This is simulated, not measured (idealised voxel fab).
Documented hereafter: the process module known as voxel gate over fins.
Square cells of 5 nm make up the cross-section cut, whose width is 265 nm.
Cross-sections here: square-cell grids, written as top-down lists of bands, a band being one or more rows of cells. A band entry consists of two parts. The first gives the height of the band's top and the height of its bottom, in nm. The rest lists the band's materials from left to right, each with its width in nm. A single material labelled with the word "throughout" fills the band from edge to edge, and the word "air" marks empty space. Height reference: 0 = level under which incoming wafer is all one material. Lowest band: no bottom, runs on downward, e.g. "from 0 down". A width such as "30..40" changes by the same amount from each row of cells to the next, from the band's top row to its bottom row. You'll sometimes find "identical to before" written for a step, and that's the way of saying that nowhere in the cross-section did a cell change during that step. "Closed cavity list" means: voids of 8 cells or more that are shut off from the top with no open way through. Written width x height at distance, distance from the left edge, in nm. On each step's line, the part that comes after the settings is the simulator's own comment on the step. overlay nm: for a step with a mask, the amount by which the mask lay right of where it was planned; a negative amount means left of it.

[The planned process steps are enumerated hereunder]
1. RECEIVE with material Si
2. CONFORMAL_DEP with material SiN, thk nm 10
3. MASKED_ETCH with tone cover, mask id FINS, width nm 15, pitch nm 35, etch materials SiN, depth nm 10, overlay nm 0
4. MASKED_ETCH with tone cover, mask id FINS, width nm 15, pitch nm 35, etch materials Si, depth nm 40, overlay nm 0
5. FILL_DEP with material SiO2, thk nm 5
6. CMP with height nm 10
7. SELECTIVE_ETCH with etch materials SiO2, depth nm 25
8. STRIP with etch materials SiN
9. CONFORMAL_DEP with material HfO2, thk nm 5
10. CONFORMAL_DEP with material TiN, thk nm 5
11. FILL_DEP with material W, thk nm 10
12. CMP with height nm 15
13. CONFORMAL_DEP with material SiCN, thk nm 5

[Cross-section of the wafer as it came to us, i.e., already through step 1]
    from 0 down | Si throughout
    Closed cavity list: none

[Starting structure and process plan are as shown above, but one mistake was made in running the module; the wafer cross-section at the end of the module follows]
    from 20 to 15 | SiCN throughout
    from 15 to 10 | HfO2 throughout
    from 10 to 0 | W throughout
    from 0 down | Si throughout
    Closed cavity list: none
What was the processing mistake? planned and actual differ for step 2; actual: CONFORMAL_DEP with material W, thk nm 10
